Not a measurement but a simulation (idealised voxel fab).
This is a process module. Its name is voxel air gaps.
It is cross-section cut that appears here, measuring 250 nm in width, its square cells being 5 nm in size.
Heads up, the way a cross-section reads in here is a grid of square cells, handed over as bands from the top down, with every band being one or more rows of cells.
Heads up on the band format: heights come first, top then bottom, in nm. After that it's the materials left to right, each with its width in nm. A single material flagged "everywhere" fills the whole band edge to edge, and "blank" means there's empty space there.
Height datum 0, below which the as-received substrate wafer is one material. Lowest band open at the bottom, running downward: "from 0 down".
Width "30..40": first value at the band's top row of cells, second value at its bottom row, equal change from row to row.
It should be understood that the words "everything unchanged", when stated for a given step, signify that the cross-section underwent no change in any of its cells during that step.
The entry "Closed-off voids" lists the empty spaces that cover at least 8 cells and have no open path to the top. Each is written as width x height at distance, where the distance is measured from the left edge and all three values are in nm.
Step line, after settings: the simulator's comment on this step.
Regarding "overlay nm": on a step with a mask, it is the distance the mask lay to the right of its planned place; a negative value places it to the left.

### Intended process steps
step 1: RECEIVE,material Si
step 2: CONFORMAL_DEP,material SiO2,thk nm 10
step 3: CONFORMAL_DEP,material SiN,thk nm 5
step 4: DIRECTIONAL_DEP,material lowk,thk nm 30
step 5: DIRECTIONAL_DEP,material aC,thk nm 15
step 6: PATTERN,tone open,mask id LINES,material resist,width nm 15,pitch nm 40,thk nm 35,overlay nm 0
step 7: DIRECTIONAL_ETCH,etch materials aC,depth nm 15
step 8: STRIP,etch materials resist
step 9: DIRECTIONAL_ETCH,etch materials lowk,depth nm 30
step 10: STRIP,etch materials aC
step 11: CONFORMAL_DEP,material TiN,thk nm 5
step 12: FILL_DEP,material Cu,thk nm 5
step 13: CMP,height nm 45
step 14: EPI,material Ru,thk nm 10
step 15: SELECTIVE_ETCH,etch materials lowk,depth nm 40
step 16: CONFORMAL_DEP,material SiN,thk nm 5

### On the first of the two wafers: run conducted according to plan

### Incoming wafer, cross-sectional view, post step 1
> from 0 down: Si everywhere
> Closed-off voids: none

### Step 2 done - wafer cross-section
> from 10 to 0: SiO2 everywhere
> All layers under 0 are left as they were.

### Step 3 done - wafer cross-section
> from 15 to 10: SiN everywhere
> All layers under 10 are left as they were.

### Step 4 done - wafer cross-section
> from 45 to 15: lowk everywhere
> All layers under 15 are left as they were.

### Step 5 done - wafer cross-section
> from 60 to 45: aC everywhere
> All layers under 45 are left as they were.

### Step 6 done - wafer cross-section
> from 95 to 60: 55 resist, 15 blank, 25 resist, 15 blank, 25 resist, 15 blank, 25 resist, 15 blank, 60 resist
> All layers under 60 are left as they were.

### Step 7 done - wafer cross-section
> from 80 to 60: 55 resist, 15 blank, 25 resist, 15 blank, 25 resist, 15 blank, 25 resist, 15 blank, 60 resist
> from 60 to 45: 55 aC, 15 blank, 25 aC, 15 blank, 25 aC, 15 blank, 25 aC, 15 blank, 60 aC
> All layers under 45 are left as they were.

### Step 8 done - wafer cross-section
> from 60 to 45: 55 aC, 15 blank, 25 aC, 15 blank, 25 aC, 15 blank, 25 aC, 15 blank, 60 aC
> All layers under 45 are left as they were.

### Step 9 done - wafer cross-section
> from 60 to 45: 55 aC, 15 blank, 25 aC, 15 blank, 25 aC, 15 blank, 25 aC, 15 blank, 60 aC
> from 45 to 15: 55 lowk, 15 blank, 25 lowk, 15 blank, 25 lowk, 15 blank, 25 lowk, 15 blank, 60 lowk
> All layers under 15 are left as they were.

### Step 10 done - wafer cross-section
> from 45 to 15: 55 lowk, 15 blank, 25 lowk, 15 blank, 25 lowk, 15 blank, 25 lowk, 15 blank, 60 lowk
> All layers under 15 are left as they were.

### Step 11 done - wafer cross-section
> from 50 to 45: 60 TiN, 5 blank, 35 TiN, 5 blank, 35 TiN, 5 blank, 35 TiN, 5 blank, 65 TiN
> from 45 to 20: 55 lowk, 5 TiN, 5 blank, 5 TiN, 25 lowk, 5 TiN, 5 blank, 5 TiN, 25 lowk, 5 TiN, 5 blank, 5 TiN, 25 lowk, 5 TiN, 5 blank, 5 TiN, 60 lowk
> from 20 to 15: 55 lowk, 15 TiN, 25 lowk, 15 TiN, 25 lowk, 15 TiN, 25 lowk, 15 TiN, 60 lowk
> All layers under 15 are left as they were.

### Step 12 done - wafer cross-section
> from 55 to 50: Cu everywhere
> from 50 to 45: 60 TiN, 5 Cu, 35 TiN, 5 Cu, 35 TiN, 5 Cu, 35 TiN, 5 Cu, 65 TiN
> from 45 to 20: 55 lowk, 5 TiN, 5 Cu, 5 TiN, 25 lowk, 5 TiN, 5 Cu, 5 TiN, 25 lowk, 5 TiN, 5 Cu, 5 TiN, 25 lowk, 5 TiN, 5 Cu, 5 TiN, 60 lowk
> All layers under 20 are left as they were.

### Step 13 done - wafer cross-section
> from 45 to 20: 55 lowk, 5 TiN, 5 Cu, 5 TiN, 25 lowk, 5 TiN, 5 Cu, 5 TiN, 25 lowk, 5 TiN, 5 Cu, 5 TiN, 25 lowk, 5 TiN, 5 Cu, 5 TiN, 60 lowk
> All layers under 20 are left as they were.

### Step 14 done - wafer cross-section
> from 55 to 45: 45 blank, 35 Ru, 5 blank, 35 Ru, 5 blank, 35 Ru, 5 blank, 35 Ru, 50 blank
> All layers under 45 are left as they were.

### Step 15 done - wafer cross-section
> from 55 to 45: 45 blank, 35 Ru, 5 blank, 35 Ru, 5 blank, 35 Ru, 5 blank, 35 Ru, 50 blank
> from 45 to 20: 55 blank, 5 TiN, 5 Cu, 5 TiN, 25 blank, 5 TiN, 5 Cu, 5 TiN, 25 blank, 5 TiN, 5 Cu, 5 TiN, 25 blank, 5 TiN, 5 Cu, 5 TiN, 60 blank
> from 20 to 15: 55 blank, 15 TiN, 25 blank, 15 TiN, 25 blank, 15 TiN, 25 blank, 15 TiN, 60 blank
> All layers under 15 are left as they were.

### Step 16 done - wafer cross-section
> from 60 to 55: 40 blank, 165 SiN, 45 blank
> from 55 to 45: 40 blank, 5 SiN, 35 Ru, 5 SiN, 35 Ru, 5 SiN, 35 Ru, 5 SiN, 35 Ru, 5 SiN, 45 blank
> from 45 to 40: 40 blank, 15 SiN, 5 TiN, 5 Cu, 5 TiN, 25 SiN, 5 TiN, 5 Cu, 5 TiN, 25 SiN, 5 TiN, 5 Cu, 5 TiN, 25 SiN, 5 TiN, 5 Cu, 5 TiN, 15 SiN, 45 blank
> from 40 to 20: 50 blank, 5 SiN, 5 TiN, 5 Cu, 5 TiN, 5 SiN, 15 blank, 5 SiN, 5 TiN, 5 Cu, 5 TiN, 5 SiN, 15 blank, 5 SiN, 5 TiN, 5 Cu, 5 TiN, 5 SiN, 15 blank, 5 SiN, 5 TiN, 5 Cu, 5 TiN, 5 SiN, 55 blank
> from 20 to 15: 55 SiN, 15 TiN, 25 SiN, 15 TiN, 25 SiN, 15 TiN, 25 SiN, 15 TiN, 60 SiN
> All layers under 15 are left as they were.
> Closed-off voids: 15 x 20 at 75; 15 x 20 at 115; 15 x 20 at 155

### The second wafer was prepared from the same starting point and under the same plan as the first; its processing contained one mistake, and it remains indistinguishable from the first wafer up to and including step 5

### Second wafer: cross-section at the scheduled end of step 6
> from 95 to 60: 50 resist, 25 blank, 15 resist, 25 blank, 15 resist, 25 blank, 15 resist, 25 blank, 55 resist
> All layers under 60 are left as they were.

### Second wafer: cross-section at the scheduled end of step 7
> from 80 to 60: 50 resist, 25 blank, 15 resist, 25 blank, 15 resist, 25 blank, 15 resist, 25 blank, 55 resist
> from 60 to 45: 50 aC, 25 blank, 15 aC, 25 blank, 15 aC, 25 blank, 15 aC, 25 blank, 55 aC
> All layers under 45 are left as they were.

### Second wafer: cross-section at the scheduled end of step 8
> from 60 to 45: 50 aC, 25 blank, 15 aC, 25 blank, 15 aC, 25 blank, 15 aC, 25 blank, 55 aC
> All layers under 45 are left as they were.

### Second wafer: cross-section at the scheduled end of step 9
> from 60 to 45: 50 aC, 25 blank, 15 aC, 25 blank, 15 aC, 25 blank, 15 aC, 25 blank, 55 aC
> from 45 to 15: 50 lowk, 25 blank, 15 lowk, 25 blank, 15 lowk, 25 blank, 15 lowk, 25 blank, 55 lowk
> All layers under 15 are left as they were.

### Second wafer: cross-section at the scheduled end of step 10
> from 45 to 15: 50 lowk, 25 blank, 15 lowk, 25 blank, 15 lowk, 25 blank, 15 lowk, 25 blank, 55 lowk
> All layers under 15 are left as they were.

### Second wafer: cross-section at the scheduled end of step 11
> from 50 to 45: 55 TiN, 15 blank, 25 TiN, 15 blank, 25 TiN, 15 blank, 25 TiN, 15 blank, 60 TiN
> from 45 to 20: 50 lowk, 5 TiN, 15 blank, 5 TiN, 15 lowk, 5 TiN, 15 blank, 5 TiN, 15 lowk, 5 TiN, 15 blank, 5 TiN, 15 lowk, 5 TiN, 15 blank, 5 TiN, 55 lowk
> from 20 to 15: 50 lowk, 25 TiN, 15 lowk, 25 TiN, 15 lowk, 25 TiN, 15 lowk, 25 TiN, 55 lowk
> All layers under 15 are left as they were.

### Second wafer: cross-section at the scheduled end of step 12
> from 55 to 50: Cu everywhere
> from 50 to 45: 55 TiN, 15 Cu, 25 TiN, 15 Cu, 25 TiN, 15 Cu, 25 TiN, 15 Cu, 60 TiN
> from 45 to 20: 50 lowk, 5 TiN, 15 Cu, 5 TiN, 15 lowk, 5 TiN, 15 Cu, 5 TiN, 15 lowk, 5 TiN, 15 Cu, 5 TiN, 15 lowk, 5 TiN, 15 Cu, 5 TiN, 55 lowk
> All layers under 20 are left as they were.

### Second wafer: cross-section at the scheduled end of step 13
> from 45 to 20: 50 lowk, 5 TiN, 15 Cu, 5 TiN, 15 lowk, 5 TiN, 15 Cu, 5 TiN, 15 lowk, 5 TiN, 15 Cu, 5 TiN, 15 lowk, 5 TiN, 15 Cu, 5 TiN, 55 lowk
> All layers under 20 are left as they were.

### Second wafer: cross-section at the scheduled end of step 14
> from 55 to 45: 40 blank, 165 Ru, 45 blank
> All layers under 45 are left as they were.

### Second wafer: cross-section at the scheduled end of step 15
> from 55 to 45: 40 blank, 165 Ru, 45 blank
> from 45 to 20: 50 blank, 5 TiN, 15 Cu, 5 TiN, 15 lowk, 5 TiN, 15 Cu, 5 TiN, 15 lowk, 5 TiN, 15 Cu, 5 TiN, 15 lowk, 5 TiN, 15 Cu, 5 TiN, 55 blank
> from 20 to 15: 50 blank, 25 TiN, 15 lowk, 25 TiN, 15 lowk, 25 TiN, 15 lowk, 25 TiN, 55 blank
> All layers under 15 are left as they were.

### Second wafer: cross-section at the scheduled end of step 16
> from 60 to 55: 35 blank, 175 SiN, 40 blank
> from 55 to 45: 35 blank, 5 SiN, 165 Ru, 5 SiN, 40 blank
> from 45 to 40: 35 blank, 15 SiN, 5 TiN, 15 Cu, 5 TiN, 15 lowk, 5 TiN, 15 Cu, 5 TiN, 15 lowk, 5 TiN, 15 Cu, 5 TiN, 15 lowk, 5 TiN, 15 Cu, 5 TiN, 15 SiN, 40 blank
> from 40 to 20: 45 blank, 5 SiN, 5 TiN, 15 Cu, 5 TiN, 15 lowk, 5 TiN, 15 Cu, 5 TiN, 15 lowk, 5 TiN, 15 Cu, 5 TiN, 15 lowk, 5 TiN, 15 Cu, 5 TiN, 5 SiN, 50 blank
> from 20 to 15: 50 SiN, 25 TiN, 15 lowk, 25 TiN, 15 lowk, 25 TiN, 15 lowk, 25 TiN, 55 SiN
> All layers under 15 are left as they were.
So what did we get wrong on this run? for step 6, the planned setting was not used; the step was instead run as PATTERN,tone open,mask id LINES,material resist,width nm 25,pitch nm 40,thk nm 35,overlay nm 0
at the end the second wafer has, in cells: +40 Cu | +10 Ru | -60 SiN | +8 TiN | +54 lowk
At process end, closed voids number 3 in the first wafer and 0 in the second wafer.
